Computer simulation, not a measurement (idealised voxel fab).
The process module that follows is named voxel ribs on slabs.
In the cross-section labelled cut, the width is 200 nm and each square cell is 5 nm.
Throughout this document, each cross-section is represented as a grid of square cells and is presented as a sequence of bands enumerated from the top downward, where a band comprises one or more rows of cells. Quick guide to a band line: top height, bottom height (nm) up front; then every material left to right with its width in nm. Only one material and it's marked "throughout"? Then it fills the band edge to edge. And "blank" just means empty space. Heads up on the height convention: 0 is the point under which the incoming wafer is all one material, and the lowest band has no bottom, it just keeps going down, like "from 0 down". With a width like "30..40", each row of cells in the band differs from the next by the same amount, the top row carrying the first number and the bottom row the second. Any step labelled "left unchanged" changed none of the cells in the cross-section. The entry "Closed cavity list" lists the empty spaces that cover at least 8 cells and have no open path to the top. Each is written as width x height at distance, where the distance is measured from the left edge and all three values are in nm. If you see something after the settings on a step's line, that's the simulator's own remark about that step. overlay nm: how far to the right of its planned place the mask lay on this masked step (negative: to the left). Heads up before you read on: it's before/after pairs around one process step each, after side only down to the lowest band that changed, step plus settings under the pair. Pairs can be from different runs of this module, same starting wafer, so only chain a pair onto the one above if its "Prior to processing" entry says so.
Prior to processing:
from 0 down | Si throughout
Closed cavity list: none
Post-Step Appearance:
from 25 to 0 | SiO2 throughout
Anything lower than 0 is untouched.
Closed cavity list: none
The two cross-sections above bracket this step: DIRECTIONAL_DEP,material SiO2,thk nm 25
Prior to processing: the pre-step structure is the one depicted after the step in the pair just above.
Post-Step Appearance:
from 45 to 25 | SiN throughout
Anything lower than 25 is untouched.
Closed cavity list: none
The two cross-sections above bracket this step: DIRECTIONAL_DEP,material SiN,thk nm 20
Prior to processing: the pre-step structure is the one depicted after the step in the pair just above.
Post-Step Appearance:
from 55 to 45 | aC throughout
Anything lower than 45 is untouched.
Closed cavity list: none
The two cross-sections above bracket this step: DIRECTIONAL_DEP,material aC,thk nm 10
Prior to processing: the pre-step structure is the one depicted after the step in the pair just above.
Post-Step Appearance:
from 85 to 55 | 90 of blank, 20 of resist, 90 of blank
Anything lower than 55 is untouched.
Closed cavity list: none
The two cross-sections above bracket this step: PATTERN,tone cover,mask id RIB,material resist,width nm 20,thk nm 30,overlay nm 0
Prior to processing: the pre-step structure is the one depicted after the step in the pair just above.
Post-Step Appearance:
from 75 to 55 | 90 of blank, 20 of resist, 90 of blank
from 55 to 45 | 90 of blank, 20 of aC, 90 of blank
Anything lower than 45 is untouched.
Closed cavity list: none
The two cross-sections above bracket this step: DIRECTIONAL_ETCH,etch materials aC,depth nm 10
Prior to processing: the pre-step structure is the one depicted after the step in the pair just above.
Post-Step Appearance:
from 55 to 45 | 90 of blank, 20 of aC, 90 of blank
Anything lower than 45 is untouched.
Closed cavity list: none
The two cross-sections above bracket this step: STRIP,etch materials resist
Prior to processing: the pre-step structure is the one depicted after the step in the pair just above.
Post-Step Appearance:
from 55 to 45 | 90 of blank, 20 of aC, 90 of blank
from 45 to 35 | 90 of blank, 20 of SiN, 90 of blank
Anything lower than 35 is untouched.
Closed cavity list: none
The two cross-sections above bracket this step: DIRECTIONAL_ETCH,etch materials SiN,depth nm 10
Prior to processing: the pre-step structure is the one depicted after the step in the pair just above.
Post-Step Appearance:
from 45 to 35 | 90 of blank, 20 of SiN, 90 of blank
Anything lower than 35 is untouched.
Closed cavity list: none
The two cross-sections above bracket this step: STRIP,etch materials aC
Prior to processing: the pre-step structure is the one depicted after the step in the pair just above.
Post-Step Appearance:
from 60 to 45 | 60 of blank, 80 of resist, 60 of blank
from 45 to 35 | 60 of blank, 30 of resist, 20 of SiN, 30 of resist, 60 of blank
Anything lower than 35 is untouched.
Closed cavity list: none
The two cross-sections above bracket this step: PATTERN,tone cover,mask id SLAB,material resist,width nm 80,thk nm 15,overlay nm 0
Prior to processing: the pre-step structure is the one depicted after the step in the pair just above.
Post-Step Appearance:
from 60 to 45 | 60 of blank, 80 of resist, 60 of blank
from 45 to 35 | 60 of blank, 30 of resist, 20 of SiN, 30 of resist, 60 of blank
from 35 to 25 | 60 of blank, 80 of SiN, 60 of blank
Anything lower than 25 is untouched.
Closed cavity list: none
The two cross-sections above bracket this step: DIRECTIONAL_ETCH,etch materials SiN,depth nm 10
Prior to processing: the pre-step structure is the one depicted after the step in the pair just above.
Post-Step Appearance:
from 45 to 35 | 90 of blank, 20 of SiN, 90 of blank
Anything lower than 35 is untouched.
Closed cavity list: none
The two cross-sections above bracket this step: STRIP,etch materials resist
Prior to processing: the pre-step structure is the one depicted after the step in the pair just above.
Post-Step Appearance:
from 70 to 45 | SiO2 throughout
from 45 to 35 | 90 of SiO2, 20 of SiN, 90 of SiO2
from 35 to 25 | 60 of SiO2, 80 of SiN, 60 of SiO2
Anything lower than 25 is untouched.
Closed cavity list: none
The two cross-sections above bracket this step: FILL_DEP,material SiO2,thk nm 25
Prior to processing: the pre-step structure is the one depicted after the step in the pair just above.
Post-Step Appearance:
from 65 to 45 | SiO2 throughout
Anything lower than 45 is untouched.
Closed cavity list: none
The two cross-sections above bracket this step: CMP,height nm 65
Prior to processing: the pre-step structure is the one depicted after the step in the pair just above.
Post-Step Appearance:
from 75 to 65 | W throughout
Anything lower than 65 is untouched.
Closed cavity list: none
The two cross-sections above bracket this step: DIRECTIONAL_DEP,material W,thk nm 10
Prior to processing: the pre-step structure is the one depicted after the step in the pair just above.
Post-Step Appearance:
from 95 to 75 | 85 of blank, 30 of resist, 85 of blank
Anything lower than 75 is untouched.
Closed cavity list: none
The two cross-sections above bracket this step: PATTERN,tone cover,mask id HEATER,material resist,width nm 30,thk nm 20,overlay nm 0
Prior to processing: the pre-step structure is the one depicted after the step in the pair just above.
Post-Step Appearance:
from 95 to 75 | 85 of blank, 30 of resist, 85 of blank
from 75 to 65 | 85 of blank, 30 of W, 85 of blank
Anything lower than 65 is untouched.
Closed cavity list: none
The two cross-sections above bracket this step: DIRECTIONAL_ETCH,etch materials W,depth nm 10
Prior to processing: the pre-step structure is the one depicted after the step in the pair just above.
Post-Step Appearance:
from 75 to 65 | 85 of blank, 30 of W, 85 of blank
Anything lower than 65 is untouched.
Closed cavity list: none
The two cross-sections above bracket this step: STRIP,etch materials resist
Prior to processing: the pre-step structure is the one depicted after the step in the pair just above.
Post-Step Appearance:
from 80 to 75 | 80 of blank, 40 of SiN, 80 of blank
from 75 to 70 | 80 of blank, 5 of SiN, 30 of W, 5 of SiN, 80 of blank
from 70 to 65 | 85 of SiN, 30 of W, 85 of SiN
Anything lower than 65 is untouched.
Closed cavity list: none
The two cross-sections above bracket this step: CONFORMAL_DEP,material SiN,thk nm 5
Prior to processing:
from 45 to 25 | SiN throughout
from 25 to 0 | SiO2 throughout
from 0 down | Si throughout
Closed cavity list: none
Post-Step Appearance:
from 65 to 25 | SiN throughout
Anything lower than 25 is untouched.
Closed cavity list: none
The two cross-sections above bracket this step: DIRECTIONAL_DEP,material SiN,thk nm 20
Prior to processing: the pre-step structure is the one depicted after the step in the pair just above.
Post-Step Appearance:
from 75 to 65 | aC throughout
Anything lower than 65 is untouched.
Closed cavity list: none
The two cross-sections above bracket this step: DIRECTIONAL_DEP,material aC,thk nm 10
Prior to processing: the pre-step structure is the one depicted after the step in the pair just above.
Post-Step Appearance:
from 105 to 75 | 90 of blank, 20 of resist, 90 of blank
Anything lower than 75 is untouched.
Closed cavity list: none
The two cross-sections above bracket this step: PATTERN,tone cover,mask id RIB,material resist,width nm 20,thk nm 30,overlay nm 0
Prior to processing: the pre-step structure is the one depicted after the step in the pair just above.
Post-Step Appearance:
from 95 to 75 | 90 of blank, 20 of resist, 90 of blank
from 75 to 65 | 90 of blank, 20 of aC, 90 of blank
Anything lower than 65 is untouched.
Closed cavity list: none
The two cross-sections above bracket this step: DIRECTIONAL_ETCH,etch materials aC,depth nm 10
Prior to processing: the pre-step structure is the one depicted after the step in the pair just above.
Post-Step Appearance:
from 75 to 65 | 90 of blank, 20 of aC, 90 of blank
Anything lower than 65 is untouched.
Closed cavity list: none
The two cross-sections above bracket this step: STRIP,etch materials resist
Prior to processing: the pre-step structure is the one depicted after the step in the pair just above.
Post-Step Appearance:
from 75 to 65 | 90 of blank, 20 of aC, 90 of blank
from 65 to 55 | 90 of blank, 20 of SiN, 90 of blank
Anything lower than 55 is untouched.
Closed cavity list: none
The two cross-sections above bracket this step: DIRECTIONAL_ETCH,etch materials SiN,depth nm 10
Prior to processing: the pre-step structure is the one depicted after the step in the pair just above.
Post-Step Appearance:
from 65 to 55 | 90 of blank, 20 of SiN, 90 of blank
Anything lower than 55 is untouched.
Closed cavity list: none
The two cross-sections above bracket this step: STRIP,etch materials aC
Prior to processing: the pre-step structure is the one depicted after the step in the pair just above.
Post-Step Appearance:
from 80 to 65 | 60 of blank, 80 of resist, 60 of blank
from 65 to 55 | 60 of blank, 30 of resist, 20 of SiN, 30 of resist, 60 of blank
Anything lower than 55 is untouched.
Closed cavity list: none
The two cross-sections above bracket this step: PATTERN,tone cover,mask id SLAB,material resist,width nm 80,thk nm 15,overlay nm 0
Prior to processing: the pre-step structure is the one depicted after the step in the pair just above.
Post-Step Appearance:
from 80 to 65 | 60 of blank, 80 of resist, 60 of blank
from 65 to 55 | 60 of blank, 30 of resist, 20 of SiN, 30 of resist, 60 of blank
from 55 to 45 | 60 of blank, 80 of SiN, 60 of blank
Anything lower than 45 is untouched.
Closed cavity list: none
The two cross-sections above bracket this step: DIRECTIONAL_ETCH,etch materials SiN,depth nm 10
Prior to processing: the pre-step structure is the one depicted after the step in the pair just above.
Post-Step Appearance:
from 65 to 55 | 90 of blank, 20 of SiN, 90 of blank
Anything lower than 55 is untouched.
Closed cavity list: none
The two cross-sections above bracket this step: STRIP,etch materials resist
Prior to processing: the pre-step structure is the one depicted after the step in the pair just above.
Post-Step Appearance:
from 90 to 65 | SiO2 throughout
from 65 to 55 | 90 of SiO2, 20 of SiN, 90 of SiO2
from 55 to 45 | 60 of SiO2, 80 of SiN, 60 of SiO2
Anything lower than 45 is untouched.
Closed cavity list: none
The two cross-sections above bracket this step: FILL_DEP,material SiO2,thk nm 25
Prior to processing: the pre-step structure is the one depicted after the step in the pair just above.
Post-Step Appearance:
from 65 to 55 | 90 of SiO2, 20 of SiN, 90 of SiO2
Anything lower than 55 is untouched.
Closed cavity list: none
The two cross-sections above bracket this step: CMP,height nm 65
Prior to processing: the pre-step structure is the one depicted after the step in the pair just above.
Post-Step Appearance:
from 75 to 65 | W throughout
Anything lower than 65 is untouched.
Closed cavity list: none
The two cross-sections above bracket this step: DIRECTIONAL_DEP,material W,thk nm 10
Prior to processing: the pre-step structure is the one depicted after the step in the pair just above.
Post-Step Appearance:
from 95 to 75 | 85 of blank, 30 of resist, 85 of blank
Anything lower than 75 is untouched.
Closed cavity list: none
The two cross-sections above bracket this step: PATTERN,tone cover,mask id HEATER,material resist,width nm 30,thk nm 20,overlay nm 0
Prior to processing: the pre-step structure is the one depicted after the step in the pair just above.
Post-Step Appearance:
from 95 to 75 | 85 of blank, 30 of resist, 85 of blank
from 75 to 65 | 85 of blank, 30 of W, 85 of blank
Anything lower than 65 is untouched.
Closed cavity list: none
The two cross-sections above bracket this step: DIRECTIONAL_ETCH,etch materials W,depth nm 10
Prior to processing: the pre-step structure is the one depicted after the step in the pair just above.
Post-Step Appearance:
from 75 to 65 | 85 of blank, 30 of W, 85 of blank
Anything lower than 65 is untouched.
Closed cavity list: none
The two cross-sections above bracket this step: STRIP,etch materials resist
Prior to processing: the pre-step structure is the one depicted after the step in the pair just above.
Post-Step Appearance:
from 80 to 75 | 80 of blank, 40 of SiN, 80 of blank
from 75 to 70 | 80 of blank, 5 of SiN, 30 of W, 5 of SiN, 80 of blank
from 70 to 65 | 85 of SiN, 30 of W, 85 of SiN
Anything lower than 65 is untouched.
Closed cavity list: none
The two cross-sections above bracket this step: CONFORMAL_DEP,material SiN,thk nm 5
Prior to processing:
from 25 to 0 | SiO2 throughout
from 0 down | Si throughout
Closed cavity list: none
Post-Step Appearance:
from 35 to 25 | aC throughout
Anything lower than 25 is untouched.
Closed cavity list: none
The two cross-sections above bracket this step: DIRECTIONAL_DEP,material aC,thk nm 10
Prior to processing: the pre-step structure is the one depicted after the step in the pair just above.
Post-Step Appearance:
from 55 to 35 | SiN throughout
Anything lower than 35 is untouched.
Closed cavity list: none
The two cross-sections above bracket this step: DIRECTIONAL_DEP,material SiN,thk nm 20
Prior to processing: the pre-step structure is the one depicted after the step in the pair just above.
Post-Step Appearance:
from 85 to 55 | 90 of blank, 20 of resist, 90 of blank
Anything lower than 55 is untouched.
Closed cavity list: none
The two cross-sections above bracket this step: PATTERN,tone cover,mask id RIB,material resist,width nm 20,thk nm 30,overlay nm 0
Prior to processing: the pre-step structure is the one depicted after the step in the pair just above.
Post-Step Appearance:
from 75 to 55 | 90 of blank, 20 of resist, 90 of blank
Anything lower than 55 is untouched.
Closed cavity list: none
The two cross-sections above bracket this step: DIRECTIONAL_ETCH,etch materials aC,depth nm 10
Prior to processing: the pre-step structure is the one depicted after the step in the pair just above.
Post-Step Appearance:
from 55 to 35 | SiN throughout
Anything lower than 35 is untouched.
Closed cavity list: none
The two cross-sections above bracket this step: STRIP,etch materials resist
Prior to processing: the pre-step structure is the one depicted after the step in the pair just above.
Post-Step Appearance:
from 45 to 35 | SiN throughout
Anything lower than 35 is untouched.
Closed cavity list: none
The two cross-sections above bracket this step: DIRECTIONAL_ETCH,etch materials SiN,depth nm 10
Prior to processing: the pre-step structure is the one depicted after the step in the pair just above.
Post-Step Appearance:
from 60 to 45 | 60 of blank, 80 of resist, 60 of blank
Anything lower than 45 is untouched.
Closed cavity list: none
The two cross-sections above bracket this step: PATTERN,tone cover,mask id SLAB,material resist,width nm 80,thk nm 15,overlay nm 0
Prior to processing: the pre-step structure is the one depicted after the step in the pair just above.
Post-Step Appearance:
from 60 to 45 | 60 of blank, 80 of resist, 60 of blank
from 45 to 35 | 60 of blank, 80 of SiN, 60 of blank
Anything lower than 35 is untouched.
Closed cavity list: none
The two cross-sections above bracket this step: DIRECTIONAL_ETCH,etch materials SiN,depth nm 10
Prior to processing: the pre-step structure is the one depicted after the step in the pair just above.
Post-Step Appearance:
from 45 to 35 | 60 of blank, 80 of SiN, 60 of blank
Anything lower than 35 is untouched.
Closed cavity list: none
The two cross-sections above bracket this step: STRIP,etch materials resist
Prior to processing: the pre-step structure is the one depicted after the step in the pair just above.
Post-Step Appearance:
from 70 to 45 | SiO2 throughout
from 45 to 35 | 60 of SiO2, 80 of SiN, 60 of SiO2
Anything lower than 35 is untouched.
Closed cavity list: none
The two cross-sections above bracket this step: FILL_DEP,material SiO2,thk nm 25
Prior to processing: the pre-step structure is the one depicted after the step in the pair just above.
Post-Step Appearance:
from 65 to 45 | SiO2 throughout
Anything lower than 45 is untouched.
Closed cavity list: none
The two cross-sections above bracket this step: CMP,height nm 65
Prior to processing: the pre-step structure is the one depicted after the step in the pair just above.
Post-Step Appearance:
from 75 to 65 | W throughout
Anything lower than 65 is untouched.
Closed cavity list: none
The two cross-sections above bracket this step: DIRECTIONAL_DEP,material W,thk nm 10
Prior to processing: the pre-step structure is the one depicted after the step in the pair just above.
Post-Step Appearance:
from 95 to 75 | 85 of blank, 30 of resist, 85 of blank
Anything lower than 75 is untouched.
Closed cavity list: none
The two cross-sections above bracket this step: PATTERN,tone cover,mask id HEATER,material resist,width nm 30,thk nm 20,overlay nm 0
Prior to processing: the pre-step structure is the one depicted after the step in the pair just above.
Post-Step Appearance:
from 95 to 75 | 85 of blank, 30 of resist, 85 of blank
from 75 to 65 | 85 of blank, 30 of W, 85 of blank
Anything lower than 65 is untouched.
Closed cavity list: none
The two cross-sections above bracket this step: DIRECTIONAL_ETCH,etch materials W,depth nm 10
Prior to processing: the pre-step structure is the one depicted after the step in the pair just above.
Post-Step Appearance:
from 75 to 65 | 85 of blank, 30 of W, 85 of blank
Anything lower than 65 is untouched.
Closed cavity list: none
The two cross-sections above bracket this step: STRIP,etch materials resist
Prior to processing: the pre-step structure is the one depicted after the step in the pair just above.
Post-Step Appearance:
from 80 to 75 | 80 of blank, 40 of SiN, 80 of blank
from 75 to 70 | 80 of blank, 5 of SiN, 30 of W, 5 of SiN, 80 of blank
from 70 to 65 | 85 of SiN, 30 of W, 85 of SiN
Anything lower than 65 is untouched.
Closed cavity list: none
The two cross-sections above bracket this step: CONFORMAL_DEP,material SiN,thk nm 5
Prior to processing:
from 0 down | Si throughout
Closed cavity list: none
Post-Step Appearance:
from 30 to 0 | SiO2 throughout
Anything lower than 0 is untouched.
Closed cavity list: none
The two cross-sections above bracket this step: DIRECTIONAL_DEP,material SiO2,thk nm 30
Prior to processing: the pre-step structure is the one depicted after the step in the pair just above.
Post-Step Appearance:
from 50 to 30 | SiN throughout
Anything lower than 30 is untouched.
Closed cavity list: none
The two cross-sections above bracket this step: DIRECTIONAL_DEP,material SiN,thk nm 20
Prior to processing: the pre-step structure is the one depicted after the step in the pair just above.
Post-Step Appearance:
from 60 to 50 | aC throughout
Anything lower than 50 is untouched.
Closed cavity list: none
The two cross-sections above bracket this step: DIRECTIONAL_DEP,material aC,thk nm 10
Prior to processing: the pre-step structure is the one depicted after the step in the pair just above.
Post-Step Appearance:
from 90 to 60 | 90 of blank, 20 of resist, 90 of blank
Anything lower than 60 is untouched.
Closed cavity list: none
The two cross-sections above bracket this step: PATTERN,tone cover,mask id RIB,material resist,width nm 20,thk nm 30,overlay nm 0
Prior to processing: the pre-step structure is the one depicted after the step in the pair just above.
Post-Step Appearance:
from 80 to 60 | 90 of blank, 20 of resist, 90 of blank
from 60 to 50 | 90 of blank, 20 of aC, 90 of blank
Anything lower than 50 is untouched.
Closed cavity list: none
The two cross-sections above bracket this step: DIRECTIONAL_ETCH,etch materials aC,depth nm 10
Prior to processing: the pre-step structure is the one depicted after the step in the pair just above.
Post-Step Appearance:
from 60 to 50 | 90 of blank, 20 of aC, 90 of blank
Anything lower than 50 is untouched.
Closed cavity list: none
The two cross-sections above bracket this step: STRIP,etch materials resist
Prior to processing: the pre-step structure is the one depicted after the step in the pair just above.
Post-Step Appearance:
from 60 to 50 | 90 of blank, 20 of aC, 90 of blank
from 50 to 40 | 90 of blank, 20 of SiN, 90 of blank
Anything lower than 40 is untouched.
Closed cavity list: none
The two cross-sections above bracket this step: DIRECTIONAL_ETCH,etch materials SiN,depth nm 10
Prior to processing: the pre-step structure is the one depicted after the step in the pair just above.
Post-Step Appearance:
from 50 to 40 | 90 of blank, 20 of SiN, 90 of blank
Anything lower than 40 is untouched.
Closed cavity list: none
The two cross-sections above bracket this step: STRIP,etch materials aC
Prior to processing: the pre-step structure is the one depicted after the step in the pair just above.
Post-Step Appearance:
from 65 to 50 | 60 of blank, 80 of resist, 60 of blank
from 50 to 40 | 60 of blank, 30 of resist, 20 of SiN, 30 of resist, 60 of blank
Anything lower than 40 is untouched.
Closed cavity list: none
The two cross-sections above bracket this step: PATTERN,tone cover,mask id SLAB,material resist,width nm 80,thk nm 15,overlay nm 0
Prior to processing: the pre-step structure is the one depicted after the step in the pair just above.
Post-Step Appearance:
from 65 to 50 | 60 of blank, 80 of resist, 60 of blank
from 50 to 40 | 60 of blank, 30 of resist, 20 of SiN, 30 of resist, 60 of blank
from 40 to 30 | 60 of blank, 80 of SiN, 60 of blank
Anything lower than 30 is untouched.
Closed cavity list: none
The two cross-sections above bracket this step: DIRECTIONAL_ETCH,etch materials SiN,depth nm 10
Prior to processing: the pre-step structure is the one depicted after the step in the pair just above.
Post-Step Appearance:
from 50 to 40 | 90 of blank, 20 of SiN, 90 of blank
Anything lower than 40 is untouched.
Closed cavity list: none
The two cross-sections above bracket this step: STRIP,etch materials resist
Prior to processing: the pre-step structure is the one depicted after the step in the pair just above.
Post-Step Appearance:
from 75 to 50 | SiO2 throughout
from 50 to 40 | 90 of SiO2, 20 of SiN, 90 of SiO2
from 40 to 30 | 60 of SiO2, 80 of SiN, 60 of SiO2
Anything lower than 30 is untouched.
Closed cavity list: none
The two cross-sections above bracket this step: FILL_DEP,material SiO2,thk nm 25
Prior to processing: the pre-step structure is the one depicted after the step in the pair just above.
Post-Step Appearance:
from 65 to 50 | SiO2 throughout
Anything lower than 50 is untouched.
Closed cavity list: none
The two cross-sections above bracket this step: CMP,height nm 65
Prior to processing: the pre-step structure is the one depicted after the step in the pair just above.
Post-Step Appearance:
from 75 to 65 | W throughout
Anything lower than 65 is untouched.
Closed cavity list: none
The two cross-sections above bracket this step: DIRECTIONAL_DEP,material W,thk nm 10
Prior to processing: the pre-step structure is the one depicted after the step in the pair just above.
Post-Step Appearance:
from 95 to 75 | 85 of blank, 30 of resist, 85 of blank
Anything lower than 75 is untouched.
Closed cavity list: none
The two cross-sections above bracket this step: PATTERN,tone cover,mask id HEATER,material resist,width nm 30,thk nm 20,overlay nm 0
Prior to processing: the pre-step structure is the one depicted after the step in the pair just above.
Post-Step Appearance:
from 95 to 75 | 85 of blank, 30 of resist, 85 of blank
from 75 to 65 | 85 of blank, 30 of W, 85 of blank
Anything lower than 65 is untouched.
Closed cavity list: none
The two cross-sections above bracket this step: DIRECTIONAL_ETCH,etch materials W,depth nm 10
Prior to processing: the pre-step structure is the one depicted after the step in the pair just above.
Post-Step Appearance:
from 75 to 65 | 85 of blank, 30 of W, 85 of blank
Anything lower than 65 is untouched.
Closed cavity list: none
The two cross-sections above bracket this step: STRIP,etch materials resist
Prior to processing: the pre-step structure is the one depicted after the step in the pair just above.
Post-Step Appearance:
from 80 to 75 | 80 of blank, 40 of SiN, 80 of blank
from 75 to 70 | 80 of blank, 5 of SiN, 30 of W, 5 of SiN, 80 of blank
from 70 to 65 | 85 of SiN, 30 of W, 85 of SiN
Anything lower than 65 is untouched.
Closed cavity list: none
The two cross-sections above bracket this step: CONFORMAL_DEP,material SiN,thk nm 5
Prior to processing:
from 75 to 65 | W throughout
from 65 to 45 | SiO2 throughout
from 45 to 35 | 90 of SiO2, 20 of SiN, 90 of SiO2
from 35 to 25 | 60 of SiO2, 80 of SiN, 60 of SiO2
from 25 to 0 | SiO2 throughout
from 0 down | Si throughout
Closed cavity list: none
Post-Step Appearance:
from 95 to 75 | 80 of blank, 40 of resist, 80 of blank
Anything lower than 75 is untouched.
Closed cavity list: none
The two cross-sections above bracket this step: PATTERN,tone cover,mask id HEATER,material resist,width nm 40,thk nm 20,overlay nm 0
Prior to processing: the pre-step structure is the one depicted after the step in the pair just above.
Post-Step Appearance:
from 95 to 75 | 80 of blank, 40 of resist, 80 of blank
from 75 to 65 | 80 of blank, 40 of W, 80 of blank
Anything lower than 65 is untouched.
Closed cavity list: none
The two cross-sections above bracket this step: DIRECTIONAL_ETCH,etch materials W,depth nm 10
Prior to processing: the pre-step structure is the one depicted after the step in the pair just above.
Post-Step Appearance:
from 75 to 65 | 80 of blank, 40 of W, 80 of blank
Anything lower than 65 is untouched.
Closed cavity list: none
The two cross-sections above bracket this step: STRIP,etch materials resist
Prior to processing: the pre-step structure is the one depicted after the step in the pair just above.
Post-Step Appearance:
from 80 to 75 | 75 of blank, 50 of SiN, 75 of blank
from 75 to 70 | 75 of blank, 5 of SiN, 40 of W, 5 of SiN, 75 of blank
from 70 to 65 | 80 of SiN, 40 of W, 80 of SiN
Anything lower than 65 is untouched.
Closed cavity list: none
The two cross-sections above bracket this step: CONFORMAL_DEP,material SiN,thk nm 5
Prior to processing:
from 55 to 45 | aC throughout
from 45 to 25 | SiN throughout
from 25 to 0 | SiO2 throughout
from 0 down | Si throughout
Closed cavity list: none
Post-Step Appearance:
from 85 to 55 | 80 of blank, 20 of resist, 100 of blank
Anything lower than 55 is untouched.
Closed cavity list: none
The two cross-sections above bracket this step: PATTERN,tone cover,mask id RIB,material resist,width nm 20,thk nm 30,overlay nm -10
Prior to processing: the pre-step structure is the one depicted after the step in the pair just above.
Post-Step Appearance:
from 75 to 55 | 80 of blank, 20 of resist, 100 of blank
from 55 to 45 | 80 of blank, 20 of aC, 100 of blank
Anything lower than 45 is untouched.
Closed cavity list: none
The two cross-sections above bracket this step: DIRECTIONAL_ETCH,etch materials aC,depth nm 10
Prior to processing: the pre-step structure is the one depicted after the step in the pair just above.
Post-Step Appearance:
from 55 to 45 | 80 of blank, 20 of aC, 100 of blank
Anything lower than 45 is untouched.
Closed cavity list: none
The two cross-sections above bracket this step: STRIP,etch materials resist
Prior to processing: the pre-step structure is the one depicted after the step in the pair just above.
Post-Step Appearance:
from 55 to 45 | 80 of blank, 20 of aC, 100 of blank
from 45 to 35 | 80 of blank, 20 of SiN, 100 of blank
Anything lower than 35 is untouched.
Closed cavity list: none
The two cross-sections above bracket this step: DIRECTIONAL_ETCH,etch materials SiN,depth nm 10
Prior to processing: the pre-step structure is the one depicted after the step in the pair just above.
Post-Step Appearance:
from 45 to 35 | 80 of blank, 20 of SiN, 100 of blank
Anything lower than 35 is untouched.
Closed cavity list: none
The two cross-sections above bracket this step: STRIP,etch materials aC
Prior to processing: the pre-step structure is the one depicted after the step in the pair just above.
Post-Step Appearance:
from 60 to 45 | 60 of blank, 80 of resist, 60 of blank
from 45 to 35 | 60 of blank, 20 of resist, 20 of SiN, 40 of resist, 60 of blank
Anything lower than 35 is untouched.
Closed cavity list: none
The two cross-sections above bracket this step: PATTERN,tone cover,mask id SLAB,material resist,width nm 80,thk nm 15,overlay nm 0
Prior to processing: the pre-step structure is the one depicted after the step in the pair just above.
Post-Step Appearance:
from 60 to 45 | 60 of blank, 80 of resist, 60 of blank
from 45 to 35 | 60 of blank, 20 of resist, 20 of SiN, 40 of resist, 60 of blank
from 35 to 25 | 60 of blank, 80 of SiN, 60 of blank
Anything lower than 25 is untouched.
Closed cavity list: none
The two cross-sections above bracket this step: DIRECTIONAL_ETCH,etch materials SiN,depth nm 10
Prior to processing: the pre-step structure is the one depicted after the step in the pair just above.
Post-Step Appearance:
from 45 to 35 | 80 of blank, 20 of SiN, 100 of blank
Anything lower than 35 is untouched.
Closed cavity list: none
The two cross-sections above bracket this step: STRIP,etch materials resist
Prior to processing: the pre-step structure is the one depicted after the step in the pair just above.
Post-Step Appearance:
from 70 to 45 | SiO2 throughout
from 45 to 35 | 80 of SiO2, 20 of SiN, 100 of SiO2
from 35 to 25 | 60 of SiO2, 80 of SiN, 60 of SiO2
Anything lower than 25 is untouched.
Closed cavity list: none
The two cross-sections above bracket this step: FILL_DEP,material SiO2,thk nm 25
Prior to processing: the pre-step structure is the one depicted after the step in the pair just above.
Post-Step Appearance:
from 65 to 45 | SiO2 throughout
Anything lower than 45 is untouched.
Closed cavity list: none
The two cross-sections above bracket this step: CMP,height nm 65
Prior to processing: the pre-step structure is the one depicted after the step in the pair just above.
Post-Step Appearance:
from 75 to 65 | W throughout
Anything lower than 65 is untouched.
Closed cavity list: none
The two cross-sections above bracket this step: DIRECTIONAL_DEP,material W,thk nm 10
Prior to processing: the pre-step structure is the one depicted after the step in the pair just above.
Post-Step Appearance:
from 95 to 75 | 85 of blank, 30 of resist, 85 of blank
Anything lower than 75 is untouched.
Closed cavity list: none
The two cross-sections above bracket this step: PATTERN,tone cover,mask id HEATER,material resist,width nm 30,thk nm 20,overlay nm 0
Prior to processing: the pre-step structure is the one depicted after the step in the pair just above.
Post-Step Appearance:
from 95 to 75 | 85 of blank, 30 of resist, 85 of blank
from 75 to 65 | 85 of blank, 30 of W, 85 of blank
Anything lower than 65 is untouched.
Closed cavity list: none
The two cross-sections above bracket this step: DIRECTIONAL_ETCH,etch materials W,depth nm 10
Prior to processing: the pre-step structure is the one depicted after the step in the pair just above.
Post-Step Appearance:
from 75 to 65 | 85 of blank, 30 of W, 85 of blank
Anything lower than 65 is untouched.
Closed cavity list: none
The two cross-sections above bracket this step: STRIP,etch materials resist
Prior to processing: the pre-step structure is the one depicted after the step in the pair just above.
Post-Step Appearance:
from 80 to 75 | 80 of blank, 40 of SiN, 80 of blank
from 75 to 70 | 80 of blank, 5 of SiN, 30 of W, 5 of SiN, 80 of blank
from 70 to 65 | 85 of SiN, 30 of W, 85 of SiN
Anything lower than 65 is untouched.
Closed cavity list: none
The two cross-sections above bracket this step: CONFORMAL_DEP,material SiN,thk nm 5
Prior to processing:
from 65 to 45 | SiO2 throughout
from 45 to 35 | 90 of SiO2, 20 of SiN, 90 of SiO2
from 35 to 25 | 60 of SiO2, 80 of SiN, 60 of SiO2
from 25 to 0 | SiO2 throughout
from 0 down | Si throughout
Closed cavity list: none
Post-Step Appearance:
from 75 to 65 | SiN throughout
Anything lower than 65 is untouched.
Closed cavity list: none
The two cross-sections above bracket this step: DIRECTIONAL_DEP,material SiN,thk nm 10
Prior to processing: the pre-step structure is the one depicted after the step in the pair just above.
Post-Step Appearance:
from 95 to 75 | 85 of blank, 30 of resist, 85 of blank
Anything lower than 75 is untouched.
Closed cavity list: none
The two cross-sections above bracket this step: PATTERN,tone cover,mask id HEATER,material resist,width nm 30,thk nm 20,overlay nm 0
Prior to processing: the pre-step structure is the one depicted after the step in the pair just above.
Post-Step Appearance:
from 75 to 65 | SiN throughout
Anything lower than 65 is untouched.
Closed cavity list: none
The two cross-sections above bracket this step: STRIP,etch materials resist
Prior to processing: the pre-step structure is the one depicted after the step in the pair just above.
Post-Step Appearance:
from 80 to 65 | SiN throughout
Anything lower than 65 is untouched.
Closed cavity list: none
The two cross-sections above bracket this step: CONFORMAL_DEP,material SiN,thk nm 5
Prior to processing:
from 55 to 45 | aC throughout
from 45 to 25 | SiN throughout
from 25 to 0 | SiO2 throughout
from 0 down | Si throughout
Closed cavity list: none
Post-Step Appearance:
from 85 to 55 | 90 of resist, 20 of blank, 90 of resist
Anything lower than 55 is untouched.
Closed cavity list: none
The two cross-sections above bracket this step: PATTERN,tone open,mask id RIB,material resist,width nm 20,thk nm 30,overlay nm 0
Prior to processing: the pre-step structure is the one depicted after the step in the pair just above.
Post-Step Appearance:
from 75 to 55 | 90 of resist, 20 of blank, 90 of resist
from 55 to 45 | 90 of aC, 20 of blank, 90 of aC
Anything lower than 45 is untouched.
Closed cavity list: none
The two cross-sections above bracket this step: DIRECTIONAL_ETCH,etch materials aC,depth nm 10
Prior to processing: the pre-step structure is the one depicted after the step in the pair just above.
Post-Step Appearance:
from 55 to 45 | 90 of aC, 20 of blank, 90 of aC
Anything lower than 45 is untouched.
Closed cavity list: none
The two cross-sections above bracket this step: STRIP,etch materials resist
